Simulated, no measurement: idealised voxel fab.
The document below concerns the process module designated voxel tone inversion.
Cross-sectional view cut (width: 295 nm; square cell size: 5 nm).
In this document a cross-section is written as a grid of square cells. It is given as a series of bands, listed from the top down, and a band is one or more rows of cells. The band entry comprises the height of the band's top followed by the height of its bottom, expressed in nm, and subsequently the band's materials from left to right, each stated together with its width in nm. Where a single material is marked with the word "everywhere", that material fills the band from edge to edge. The word "air" represents empty space. It should be noted that heights are counted from 0, beneath which the wafer as supplied is of one material throughout, and that the lowest band possesses no lower boundary but continues downward, as written in "from 0 down". The width entry "30 to 40" should be interpreted row by row: the top row of cells in the band takes the first number, the bottom row takes the second number, and the change between adjacent rows is uniform throughout. The designation "nothing altered", where it is given for a processing step, indicates that no cell of the cross-section was altered in the course of that step. Completely enclosed voids: empty space of 8 cells or more with no open way to the top, each as width x height at its distance from the left edge, in nm. What comes after the settings on a step's line is commentary from the simulator itself on that step. The "overlay nm" setting may appear on a step's line; for a step that uses a mask, it gives how far to the right of its planned position the mask lay, and a negative value indicates the left. Reading guide: pairs of cross-sections, before and after one process step; after view cut off at lowest changed band; step and settings listed under each pair. Pairs may stem from different runs of this module on the same starting wafer; continuity with the pair above only where the "Pre-process state" entry states it.

Pre-process state:
> from 0 down | Si everywhere
> Completely enclosed voids: none

Post-Step Cross-Section:
> from 10 to 0 | SiN everywhere
> At heights below 0, the structure remains unaltered.
> Completely enclosed voids: none
Link between the two cross-sections above: CONFORMAL_DEP, material SiN, thk nm 10

Pre-process state: identical to the post-step cross-section of the immediately preceding pair.

Post-Step Cross-Section:
> from 30 to 10 | polySi everywhere
> At heights below 10, the structure remains unaltered.
> Completely enclosed voids: none
Link between the two cross-sections above: DIRECTIONAL_DEP, material polySi, thk nm 20

Pre-process state: identical to the post-step cross-section of the immediately preceding pair.

Post-Step Cross-Section:
> from 60 to 30 | air 110; resist 20; air 30; resist 20; air 115
> At heights below 30, the structure remains unaltered.
> Completely enclosed voids: none
Link between the two cross-sections above: PATTERN, tone cover, mask id POSTS, material resist, width nm 20, pitch nm 50, thk nm 30, overlay nm 0

Pre-process state: identical to the post-step cross-section of the immediately preceding pair.

Post-Step Cross-Section:
> from 60 to 30 | air 110; resist 20; air 30; resist 20; air 115
> from 30 to 10 | air 110; polySi 20; air 30; polySi 20; air 115
> At heights below 10, the structure remains unaltered.
> Completely enclosed voids: none
Link between the two cross-sections above: DIRECTIONAL_ETCH, etch materials polySi, depth nm 20

Pre-process state: identical to the post-step cross-section of the immediately preceding pair.

Post-Step Cross-Section:
> from 30 to 10 | air 110; polySi 20; air 30; polySi 20; air 115
> At heights below 10, the structure remains unaltered.
> Completely enclosed voids: none
Link between the two cross-sections above: STRIP, etch materials resist

Pre-process state: identical to the post-step cross-section of the immediately preceding pair.

Post-Step Cross-Section:
> from 40 to 30 | lowk everywhere
> from 30 to 10 | lowk 110; polySi 20; lowk 30; polySi 20; lowk 115
> At heights below 10, the structure remains unaltered.
> Completely enclosed voids: none
Link between the two cross-sections above: FILL_DEP, material lowk, thk nm 10

Pre-process state: identical to the post-step cross-section of the immediately preceding pair.

Post-Step Cross-Section:
> from 30 to 10 | lowk 110; polySi 20; lowk 30; polySi 20; lowk 115
> At heights below 10, the structure remains unaltered.
> Completely enclosed voids: none
Link between the two cross-sections above: CMP, height nm 30

Pre-process state: identical to the post-step cross-section of the immediately preceding pair.

Post-Step Cross-Section:
> from 30 to 10 | lowk 110; air 20; lowk 30; air 20; lowk 115
> At heights below 10, the structure remains unaltered.
> Completely enclosed voids: none
Link between the two cross-sections above: STRIP, etch materials polySi

Pre-process state: identical to the post-step cross-section of the immediately preceding pair.

Post-Step Cross-Section:
> from 35 to 30 | TiN 115; air 10; TiN 40; air 10; TiN 120
> from 30 to 15 | lowk 110; TiN 5; air 10; TiN 5; lowk 30; TiN 5; air 10; TiN 5; lowk 115
> from 15 to 10 | lowk 110; TiN 20; lowk 30; TiN 20; lowk 115
> At heights below 10, the structure remains unaltered.
> Completely enclosed voids: none
Link between the two cross-sections above: CONFORMAL_DEP, material TiN, thk nm 5

Pre-process state: identical to the post-step cross-section of the immediately preceding pair.

Post-Step Cross-Section:
> from 40 to 35 | Ru everywhere
> from 35 to 30 | TiN 115; Ru 10; TiN 40; Ru 10; TiN 120
> from 30 to 15 | lowk 110; TiN 5; Ru 10; TiN 5; lowk 30; TiN 5; Ru 10; TiN 5; lowk 115
> At heights below 15, the structure remains unaltered.
> Completely enclosed voids: none
Link between the two cross-sections above: FILL_DEP, material Ru, thk nm 5

Pre-process state: identical to the post-step cross-section of the immediately preceding pair.

Post-Step Cross-Section:
> from 30 to 15 | lowk 110; TiN 5; Ru 10; TiN 5; lowk 30; TiN 5; Ru 10; TiN 5; lowk 115
> At heights below 15, the structure remains unaltered.
> Completely enclosed voids: none
Link between the two cross-sections above: CMP, height nm 30

Pre-process state: identical to the post-step cross-section of the immediately preceding pair.

Post-Step Cross-Section:
> from 35 to 30 | SiCN everywhere
> At heights below 30, the structure remains unaltered.
> Completely enclosed voids: none
Link between the two cross-sections above: CONFORMAL_DEP, material SiCN, thk nm 5

Pre-process state:
> from 0 down | Si everywhere
> Completely enclosed voids: none

Post-Step Cross-Section:
> from 20 to 0 | polySi everywhere
> At heights below 0, the structure remains unaltered.
> Completely enclosed voids: none
Link between the two cross-sections above: DIRECTIONAL_DEP, material polySi, thk nm 20

Pre-process state: identical to the post-step cross-section of the immediately preceding pair.

Post-Step Cross-Section:
> from 50 to 20 | air 110; resist 20; air 30; resist 20; air 115
> At heights below 20, the structure remains unaltered.
> Completely enclosed voids: none
Link between the two cross-sections above: PATTERN, tone cover, mask id POSTS, material resist, width nm 20, pitch nm 50, thk nm 30, overlay nm 0

Pre-process state: identical to the post-step cross-section of the immediately preceding pair.

Post-Step Cross-Section:
> from 50 to 20 | air 110; resist 20; air 30; resist 20; air 115
> from 20 to 0 | air 110; polySi 20; air 30; polySi 20; air 115
> At heights below 0, the structure remains unaltered.
> Completely enclosed voids: none
Link between the two cross-sections above: DIRECTIONAL_ETCH, etch materials polySi, depth nm 20

Pre-process state: identical to the post-step cross-section of the immediately preceding pair.

Post-Step Cross-Section:
> from 20 to 0 | air 110; polySi 20; air 30; polySi 20; air 115
> At heights below 0, the structure remains unaltered.
> Completely enclosed voids: none
Link between the two cross-sections above: STRIP, etch materials resist

Pre-process state: identical to the post-step cross-section of the immediately preceding pair.

Post-Step Cross-Section:
> from 30 to 20 | lowk everywhere
> from 20 to 0 | lowk 110; polySi 20; lowk 30; polySi 20; lowk 115
> At heights below 0, the structure remains unaltered.
> Completely enclosed voids: none
Link between the two cross-sections above: FILL_DEP, material lowk, thk nm 10

Pre-process state: identical to the post-step cross-section of the immediately preceding pair.

Post-Step Cross-Section:
> from 35 to 30 | TiN everywhere
> At heights below 30, the structure remains unaltered.
> Completely enclosed voids: none
Link between the two cross-sections above: CONFORMAL_DEP, material TiN, thk nm 5

Pre-process state: identical to the post-step cross-section of the immediately preceding pair.

Post-Step Cross-Section:
> from 40 to 35 | Ru everywhere
> At heights below 35, the structure remains unaltered.
> Completely enclosed voids: none
Link between the two cross-sections above: FILL_DEP, material Ru, thk nm 5

Pre-process state: identical to the post-step cross-section of the immediately preceding pair.

Post-Step Cross-Section:
> from 30 to 20 | lowk everywhere
> At heights below 20, the structure remains unaltered.
> Completely enclosed voids: none
Link between the two cross-sections above: CMP, height nm 30

Pre-process state: identical to the post-step cross-section of the immediately preceding pair.

Post-Step Cross-Section:
> from 35 to 30 | SiCN everywhere
> At heights below 30, the structure remains unaltered.
> Completely enclosed voids: none
Link between the two cross-sections above: CONFORMAL_DEP, material SiCN, thk nm 5

Pre-process state:
> from 20 to 0 | polySi everywhere
> from 0 down | Si everywhere
> Completely enclosed voids: none

Post-Step Cross-Section:
> from 30 to 20 | SiN everywhere
> At heights below 20, the structure remains unaltered.
> Completely enclosed voids: none
Link between the two cross-sections above: CONFORMAL_DEP, material SiN, thk nm 10

Pre-process state: identical to the post-step cross-section of the immediately preceding pair.

Post-Step Cross-Section:
> from 60 to 30 | air 110; resist 20; air 30; resist 20; air 115
> At heights below 30, the structure remains unaltered.
> Completely enclosed voids: none
Link between the two cross-sections above: PATTERN, tone cover, mask id POSTS, material resist, width nm 20, pitch nm 50, thk nm 30, overlay nm 0

Pre-process state: identical to the post-step cross-section of the immediately preceding pair.

Post-Step Cross-Section:
> from 30 to 20 | SiN everywhere
> At heights below 20, the structure remains unaltered.
> Completely enclosed voids: none
Link between the two cross-sections above: STRIP, etch materials resist

Pre-process state: identical to the post-step cross-section of the immediately preceding pair.

Post-Step Cross-Section:
> from 40 to 30 | lowk everywhere
> At heights below 30, the structure remains unaltered.
> Completely enclosed voids: none
Link between the two cross-sections above: FILL_DEP, material lowk, thk nm 10

Pre-process state: identical to the post-step cross-section of the immediately preceding pair.

Post-Step Cross-Section:
> from 30 to 20 | SiN everywhere
> At heights below 20, the structure remains unaltered.
> Completely enclosed voids: none
Link between the two cross-sections above: CMP, height nm 30

Pre-process state: identical to the post-step cross-section of the immediately preceding pair.

Post-Step Cross-Section:
> from 35 to 30 | TiN everywhere
> At heights below 30, the structure remains unaltered.
> Completely enclosed voids: none
Link between the two cross-sections above: CONFORMAL_DEP, material TiN, thk nm 5

Pre-process state: identical to the post-step cross-section of the immediately preceding pair.

Post-Step Cross-Section:
> from 40 to 35 | Ru everywhere
> At heights below 35, the structure remains unaltered.
> Completely enclosed voids: none
Link between the two cross-sections above: FILL_DEP, material Ru, thk nm 5

Pre-process state: identical to the post-step cross-section of the immediately preceding pair.

Post-Step Cross-Section:
> from 30 to 20 | SiN everywhere
> At heights below 20, the structure remains unaltered.
> Completely enclosed voids: none
Link between the two cross-sections above: CMP, height nm 30

Pre-process state: identical to the post-step cross-section of the immediately preceding pair.

Post-Step Cross-Section:
> from 35 to 30 | SiCN everywhere
> At heights below 30, the structure remains unaltered.
> Completely enclosed voids: none
Link between the two cross-sections above: CONFORMAL_DEP, material SiCN, thk nm 5

Pre-process state:
> from 0 down | Si everywhere
> Completely enclosed voids: none

Post-Step Cross-Section:
> from 5 to 0 | SiN everywhere
> At heights below 0, the structure remains unaltered.
> Completely enclosed voids: none
Link between the two cross-sections above: CONFORMAL_DEP, material SiN, thk nm 5

Pre-process state: identical to the post-step cross-section of the immediately preceding pair.

Post-Step Cross-Section:
> from 25 to 5 | polySi everywhere
> At heights below 5, the structure remains unaltered.
> Completely enclosed voids: none
Link between the two cross-sections above: DIRECTIONAL_DEP, material polySi, thk nm 20

Pre-process state: identical to the post-step cross-section of the immediately preceding pair.

Post-Step Cross-Section:
> from 55 to 25 | air 110; resist 20; air 30; resist 20; air 115
> At heights below 25, the structure remains unaltered.
> Completely enclosed voids: none
Link between the two cross-sections above: PATTERN, tone cover, mask id POSTS, material resist, width nm 20, pitch nm 50, thk nm 30, overlay nm 0

Pre-process state: identical to the post-step cross-section of the immediately preceding pair.

Post-Step Cross-Section:
> from 55 to 25 | air 110; resist 20; air 30; resist 20; air 115
> from 25 to 5 | air 110; polySi 20; air 30; polySi 20; air 115
> At heights below 5, the structure remains unaltered.
> Completely enclosed voids: none
Link between the two cross-sections above: DIRECTIONAL_ETCH, etch materials polySi, depth nm 20

Pre-process state: identical to the post-step cross-section of the immediately preceding pair.

Post-Step Cross-Section:
> from 25 to 5 | air 110; polySi 20; air 30; polySi 20; air 115
> At heights below 5, the structure remains unaltered.
> Completely enclosed voids: none
Link between the two cross-sections above: STRIP, etch materials resist

Pre-process state: identical to the post-step cross-section of the immediately preceding pair.

Post-Step Cross-Section:
> from 35 to 25 | lowk everywhere
> from 25 to 5 | lowk 110; polySi 20; lowk 30; polySi 20; lowk 115
> At heights below 5, the structure remains unaltered.
> Completely enclosed voids: none
Link between the two cross-sections above: FILL_DEP, material lowk, thk nm 10

Pre-process state: identical to the post-step cross-section of the immediately preceding pair.

Post-Step Cross-Section:
> from 30 to 25 | lowk everywhere
> At heights below 25, the structure remains unaltered.
> Completely enclosed voids: none
Link between the two cross-sections above: CMP, height nm 30

Pre-process state: identical to the post-step cross-section of the immediately preceding pair.

Post-Step Cross-Section:
> from 35 to 30 | TiN everywhere
> At heights below 30, the structure remains unaltered.
> Completely enclosed voids: none
Link between the two cross-sections above: CONFORMAL_DEP, material TiN, thk nm 5

Pre-process state: identical to the post-step cross-section of the immediately preceding pair.

Post-Step Cross-Section:
> from 40 to 35 | Ru everywhere
> At heights below 35, the structure remains unaltered.
> Completely enclosed voids: none
Link between the two cross-sections above: FILL_DEP, material Ru, thk nm 5

Pre-process state: identical to the post-step cross-section of the immediately preceding pair.

Post-Step Cross-Section:
> from 30 to 25 | lowk everywhere
> At heights below 25, the structure remains unaltered.
> Completely enclosed voids: none
Link between the two cross-sections above: CMP, height nm 30

Pre-process state: identical to the post-step cross-section of the immediately preceding pair.

Post-Step Cross-Section:
> from 35 to 30 | SiCN everywhere
> At heights below 30, the structure remains unaltered.
> Completely enclosed voids: none
Link between the two cross-sections above: CONFORMAL_DEP, material SiCN, thk nm 5

Pre-process state:
> from 30 to 10 | polySi everywhere
> from 10 to 0 | SiN everywhere
> from 0 down | Si everywhere
> Completely enclosed voids: none

Post-Step Cross-Section:
> from 60 to 30 | air 105; resist 30; air 20; resist 30; air 110
> At heights below 30, the structure remains unaltered.
> Completely enclosed voids: none
Link between the two cross-sections above: PATTERN, tone cover, mask id POSTS, material resist, width nm 30, pitch nm 50, thk nm 30, overlay nm 0

Pre-process state: identical to the post-step cross-section of the immediately preceding pair.

Post-Step Cross-Section:
> from 60 to 30 | air 105; resist 30; air 20; resist 30; air 110
> from 30 to 10 | air 105; polySi 30; air 20; polySi 30; air 110
> At heights below 10, the structure remains unaltered.
> Completely enclosed voids: none
Link between the two cross-sections above: DIRECTIONAL_ETCH, etch materials polySi, depth nm 20

Pre-process state: identical to the post-step cross-section of the immediately preceding pair.

Post-Step Cross-Section:
> from 30 to 10 | air 105; polySi 30; air 20; polySi 30; air 110
> At heights below 10, the structure remains unaltered.
> Completely enclosed voids: none
Link between the two cross-sections above: STRIP, etch materials resist

Pre-process state: identical to the post-step cross-section of the immediately preceding pair.

Post-Step Cross-Section:
> from 40 to 30 | lowk everywhere
> from 30 to 10 | lowk 105; polySi 30; lowk 20; polySi 30; lowk 110
> At heights below 10, the structure remains unaltered.
> Completely enclosed voids: none
Link between the two cross-sections above: FILL_DEP, material lowk, thk nm 10

Pre-process state: identical to the post-step cross-section of the immediately preceding pair.

Post-Step Cross-Section:
> from 30 to 10 | lowk 105; polySi 30; lowk 20; polySi 30; lowk 110
> At heights below 10, the structure remains unaltered.
> Completely enclosed voids: none
Link between the two cross-sections above: CMP, height nm 30

Pre-process state: identical to the post-step cross-section of the immediately preceding pair.

Post-Step Cross-Section:
> from 30 to 10 | lowk 105; air 30; lowk 20; air 30; lowk 110
> At heights below 10, the structure remains unaltered.
> Completely enclosed voids: none
Link between the two cross-sections above: STRIP, etch materials polySi

Pre-process state: identical to the post-step cross-section of the immediately preceding pair.

Post-Step Cross-Section:
> from 35 to 30 | TiN 110; air 20; TiN 30; air 20; TiN 115
> from 30 to 15 | lowk 105; TiN 5; air 20; TiN 5; lowk 20; TiN 5; air 20; TiN 5; lowk 110
> from 15 to 10 | lowk 105; TiN 30; lowk 20; TiN 30; lowk 110
> At heights below 10, the structure remains unaltered.
> Completely enclosed voids: none
Link between the two cross-sections above: CONFORMAL_DEP, material TiN, thk nm 5

Pre-process state: identical to the post-step cross-section of the immediately preceding pair.

Post-Step Cross-Section:
> from 40 to 35 | Ru everywhere
> from 35 to 30 | TiN 110; Ru 20; TiN 30; Ru 20; TiN 115
> from 30 to 15 | lowk 105; TiN 5; Ru 20; TiN 5; lowk 20; TiN 5; Ru 20; TiN 5; lowk 110
> At heights below 15, the structure remains unaltered.
> Completely enclosed voids: none
Link between the two cross-sections above: FILL_DEP, material Ru, thk nm 5

Pre-process state: identical to the post-step cross-section of the immediately preceding pair.

Post-Step Cross-Section:
> from 30 to 15 | lowk 105; TiN 5; Ru 20; TiN 5; lowk 20; TiN 5; Ru 20; TiN 5; lowk 110
> At heights below 15, the structure remains unaltered.
> Completely enclosed voids: none
Link between the two cross-sections above: CMP, height nm 30

Pre-process state: identical to the post-step cross-section of the immediately preceding pair.

Post-Step Cross-Section:
> from 35 to 30 | SiCN everywhere
> At heights below 30, the structure remains unaltered.
> Completely enclosed voids: none
Link between the two cross-sections above: CONFORMAL_DEP, material SiCN, thk nm 5

Pre-process state:
> from 30 to 10 | polySi everywhere
> from 10 to 0 | SiN everywhere
> from 0 down | Si everywhere
> Completely enclosed voids: none

Post-Step Cross-Section:
> from 60 to 30 | air 115; resist 20; air 30; resist 20; air 110
> At heights below 30, the structure remains unaltered.
> Completely enclosed voids: none
Link between the two cross-sections above: PATTERN, tone cover, mask id POSTS, material resist, width nm 20, pitch nm 50, thk nm 30, overlay nm 5

Pre-process state: identical to the post-step cross-section of the immediately preceding pair.

Post-Step Cross-Section:
> from 60 to 30 | air 115; resist 20; air 30; resist 20; air 110
> from 30 to 10 | air 115; polySi 20; air 30; polySi 20; air 110
> At heights below 10, the structure remains unaltered.
> Completely enclosed voids: none
Link between the two cross-sections above: DIRECTIONAL_ETCH, etch materials polySi, depth nm 20

Pre-process state: identical to the post-step cross-section of the immediately preceding pair.

Post-Step Cross-Section:
> from 30 to 10 | air 115; polySi 20; air 30; polySi 20; air 110
> At heights below 10, the structure remains unaltered.
> Completely enclosed voids: none
Link between the two cross-sections above: STRIP, etch materials resist

Pre-process state: identical to the post-step cross-section of the immediately preceding pair.

Post-Step Cross-Section:
> from 40 to 30 | lowk everywhere
> from 30 to 10 | lowk 115; polySi 20; lowk 30; polySi 20; lowk 110
> At heights below 10, the structure remains unaltered.
> Completely enclosed voids: none
Link between the two cross-sections above: FILL_DEP, material lowk, thk nm 10

Pre-process state: identical to the post-step cross-section of the immediately preceding pair.

Post-Step Cross-Section:
> from 30 to 10 | lowk 115; polySi 20; lowk 30; polySi 20; lowk 110
> At heights below 10, the structure remains unaltered.
> Completely enclosed voids: none
Link between the two cross-sections above: CMP, height nm 30

Pre-process state: identical to the post-step cross-section of the immediately preceding pair.

Post-Step Cross-Section:
> from 30 to 10 | lowk 115; air 20; lowk 30; air 20; lowk 110
> At heights below 10, the structure remains unaltered.
> Completely enclosed voids: none
Link between the two cross-sections above: STRIP, etch materials polySi

Pre-process state: identical to the post-step cross-section of the immediately preceding pair.

Post-Step Cross-Section:
> from 35 to 30 | TiN 120; air 10; TiN 40; air 10; TiN 115
> from 30 to 15 | lowk 115; TiN 5; air 10; TiN 5; lowk 30; TiN 5; air 10; TiN 5; lowk 110
> from 15 to 10 | lowk 115; TiN 20; lowk 30; TiN 20; lowk 110
> At heights below 10, the structure remains unaltered.
> Completely enclosed voids: none
Link between the two cross-sections above: CONFORMAL_DEP, material TiN, thk nm 5

Pre-process state: identical to the post-step cross-section of the immediately preceding pair.

Post-Step Cross-Section:
> from 40 to 35 | Ru everywhere
> from 35 to 30 | TiN 120; Ru 10; TiN 40; Ru 10; TiN 115
> from 30 to 15 | lowk 115; TiN 5; Ru 10; TiN 5; lowk 30; TiN 5; Ru 10; TiN 5; lowk 110
> At heights below 15, the structure remains unaltered.
> Completely enclosed voids: none
Link between the two cross-sections above: FILL_DEP, material Ru, thk nm 5

Pre-process state: identical to the post-step cross-section of the immediately preceding pair.

Post-Step Cross-Section:
> from 30 to 15 | lowk 115; TiN 5; Ru 10; TiN 5; lowk 30; TiN 5; Ru 10; TiN 5; lowk 110
> At heights below 15, the structure remains unaltered.
> Completely enclosed voids: none
Link between the two cross-sections above: CMP, height nm 30

Pre-process state: identical to the post-step cross-section of the immediately preceding pair.

Post-Step Cross-Section:
> from 35 to 30 | SiCN everywhere
> At heights below 30, the structure remains unaltered.
> Completely enclosed voids: none
Link between the two cross-sections above: CONFORMAL_DEP, material SiCN, thk nm 5

Pre-process state:
> from 0 down | Si everywhere
> Completely enclosed voids: none

Post-Step Cross-Section:
> from 10 to 0 | lowk everywhere
> At heights below 0, the structure remains unaltered.
> Completely enclosed voids: none
Link between the two cross-sections above: CONFORMAL_DEP, material lowk, thk nm 10

Pre-process state: identical to the post-step cross-section of the immediately preceding pair.

Post-Step Cross-Section:
> from 30 to 10 | polySi everywhere
> At heights below 10, the structure remains unaltered.
> Completely enclosed voids: none
Link between the two cross-sections above: DIRECTIONAL_DEP, material polySi, thk nm 20

Pre-process state: identical to the post-step cross-section of the immediately preceding pair.

Post-Step Cross-Section:
> from 60 to 30 | air 110; resist 20; air 30; resist 20; air 115
> At heights below 30, the structure remains unaltered.
> Completely enclosed voids: none
Link between the two cross-sections above: PATTERN, tone cover, mask id POSTS, material resist, width nm 20, pitch nm 50, thk nm 30, overlay nm 0

Pre-process state: identical to the post-step cross-section of the immediately preceding pair.

Post-Step Cross-Section:
> from 60 to 30 | air 110; resist 20; air 30; resist 20; air 115
> from 30 to 10 | air 110; polySi 20; air 30; polySi 20; air 115
> At heights below 10, the structure remains unaltered.
> Completely enclosed voids: none
Link between the two cross-sections above: DIRECTIONAL_ETCH, etch materials polySi, depth nm 20

Pre-process state: identical to the post-step cross-section of the immediately preceding pair.

Post-Step Cross-Section:
> from 30 to 10 | air 110; polySi 20; air 30; polySi 20; air 115
> At heights below 10, the structure remains unaltered.
> Completely enclosed voids: none
Link between the two cross-sections above: STRIP, etch materials resist

Pre-process state: identical to the post-step cross-section of the immediately preceding pair.

Post-Step Cross-Section:
> from 40 to 30 | lowk everywhere
> from 30 to 10 | lowk 110; polySi 20; lowk 30; polySi 20; lowk 115
> At heights below 10, the structure remains unaltered.
> Completely enclosed voids: none
Link between the two cross-sections above: FILL_DEP, material lowk, thk nm 10

Pre-process state: identical to the post-step cross-section of the immediately preceding pair.

Post-Step Cross-Section:
> from 30 to 10 | lowk 110; polySi 20; lowk 30; polySi 20; lowk 115
> At heights below 10, the structure remains unaltered.
> Completely enclosed voids: none
Link between the two cross-sections above: CMP, height nm 30

Pre-process state: identical to the post-step cross-section of the immediately preceding pair.

Post-Step Cross-Section:
> from 30 to 10 | lowk 110; air 20; lowk 30; air 20; lowk 115
> At heights below 10, the structure remains unaltered.
> Completely enclosed voids: none
Link between the two cross-sections above: STRIP, etch materials polySi

Pre-process state: identical to the post-step cross-section of the immediately preceding pair.

Post-Step Cross-Section:
> from 35 to 30 | TiN 115; air 10; TiN 40; air 10; TiN 120
> from 30 to 15 | lowk 110; TiN 5; air 10; TiN 5; lowk 30; TiN 5; air 10; TiN 5; lowk 115
> from 15 to 10 | lowk 110; TiN 20; lowk 30; TiN 20; lowk 115
> At heights below 10, the structure remains unaltered.
> Completely enclosed voids: none
Link between the two cross-sections above: CONFORMAL_DEP, material TiN, thk nm 5

Pre-process state: identical to the post-step cross-section of the immediately preceding pair.

Post-Step Cross-Section:
> from 40 to 35 | Ru everywhere
> from 35 to 30 | TiN 115; Ru 10; TiN 40; Ru 10; TiN 120
> from 30 to 15 | lowk 110; TiN 5; Ru 10; TiN 5; lowk 30; TiN 5; Ru 10; TiN 5; lowk 115
> At heights below 15, the structure remains unaltered.
> Completely enclosed voids: none
Link between the two cross-sections above: FILL_DEP, material Ru, thk nm 5

Pre-process state: identical to the post-step cross-section of the immediately preceding pair.

Post-Step Cross-Section:
> from 30 to 15 | lowk 110; TiN 5; Ru 10; TiN 5; lowk 30; TiN 5; Ru 10; TiN 5; lowk 115
> At heights below 15, the structure remains unaltered.
> Completely enclosed voids: none
Link between the two cross-sections above: CMP, height nm 30

Pre-process state: identical to the post-step cross-section of the immediately preceding pair.

Post-Step Cross-Section:
> from 35 to 30 | SiCN everywhere
> At heights below 30, the structure remains unaltered.
> Completely enclosed voids: none
Link between the two cross-sections above: CONFORMAL_DEP, material SiCN, thk nm 5

Pre-process state:
> from 30 to 10 | polySi everywhere
> from 10 to 0 | SiN everywhere
> from 0 down | Si everywhere
> Completely enclosed voids: none

Post-Step Cross-Section:
> from 60 to 30 | resist 110; air 20; resist 30; air 20; resist 115
> At heights below 30, the structure remains unaltered.
> Completely enclosed voids: none
Link between the two cross-sections above: PATTERN, tone open, mask id POSTS, material resist, width nm 20, pitch nm 50, thk nm 30, overlay nm 0

Pre-process state: identical to the post-step cross-section of the immediately preceding pair.

Post-Step Cross-Section:
> from 60 to 30 | resist 110; air 20; resist 30; air 20; resist 115
> from 30 to 10 | polySi 110; air 20; polySi 30; air 20; polySi 115
> At heights below 10, the structure remains unaltered.
> Completely enclosed voids: none
Link between the two cross-sections above: DIRECTIONAL_ETCH, etch materials polySi, depth nm 20

Pre-process state: identical to the post-step cross-section of the immediately preceding pair.

Post-Step Cross-Section:
> from 30 to 10 | polySi 110; air 20; polySi 30; air 20; polySi 115
> At heights below 10, the structure remains unaltered.
> Completely enclosed voids: none
Link between the two cross-sections above: STRIP, etch materials resist

Pre-process state: identical to the post-step cross-section of the immediately preceding pair.

Post-Step Cross-Section:
> from 40 to 30 | lowk everywhere
> from 30 to 10 | polySi 110; lowk 20; polySi 30; lowk 20; polySi 115
> At heights below 10, the structure remains unaltered.
> Completely enclosed voids: none
Link between the two cross-sections above: FILL_DEP, material lowk, thk nm 10

Pre-process state: identical to the post-step cross-section of the immediately preceding pair.

Post-Step Cross-Section:
> from 30 to 10 | polySi 110; lowk 20; polySi 30; lowk 20; polySi 115
> At heights below 10, the structure remains unaltered.
> Completely enclosed voids: none
Link between the two cross-sections above: CMP, height nm 30

Pre-process state: identical to the post-step cross-section of the immediately preceding pair.

Post-Step Cross-Section:
> from 30 to 10 | air 110; lowk 20; air 30; lowk 20; air 115
> At heights below 10, the structure remains unaltered.
> Completely enclosed voids: none
Link between the two cross-sections above: STRIP, etch materials polySi

Pre-process state: identical to the post-step cross-section of the immediately preceding pair.

Post-Step Cross-Section:
> from 35 to 30 | air 105; TiN 30; air 20; TiN 30; air 110
> from 30 to 15 | air 105; TiN 5; lowk 20; TiN 5; air 20; TiN 5; lowk 20; TiN 5; air 110
> from 15 to 10 | TiN 110; lowk 20; TiN 30; lowk 20; TiN 115
> At heights below 10, the structure remains unaltered.
> Completely enclosed voids: none
Link between the two cross-sections above: CONFORMAL_DEP, material TiN, thk nm 5

Pre-process state: identical to the post-step cross-section of the immediately preceding pair.

Post-Step Cross-Section:
> from 40 to 35 | Ru everywhere
> from 35 to 30 | Ru 105; TiN 30; Ru 20; TiN 30; Ru 110
> from 30 to 15 | Ru 105; TiN 5; lowk 20; TiN 5; Ru 20; TiN 5; lowk 20; TiN 5; Ru 110
> At heights below 15, the structure remains unaltered.
> Completely enclosed voids: none
Link between the two cross-sections above: FILL_DEP, material Ru, thk nm 5

Pre-process state: identical to the post-step cross-section of the immediately preceding pair.

Post-Step Cross-Section:
> from 30 to 15 | Ru 105; TiN 5; lowk 20; TiN 5; Ru 20; TiN 5; lowk 20; TiN 5; Ru 110
> At heights below 15, the structure remains unaltered.
> Completely enclosed voids: none
Link between the two cross-sections above: CMP, height nm 30

Pre-process state: identical to the post-step cross-section of the immediately preceding pair.

Post-Step Cross-Section:
> from 35 to 30 | SiCN everywhere
> At heights below 30, the structure remains unaltered.
> Completely enclosed voids: none
Link between the two cross-sections above: CONFORMAL_DEP, material SiCN, thk nm 5
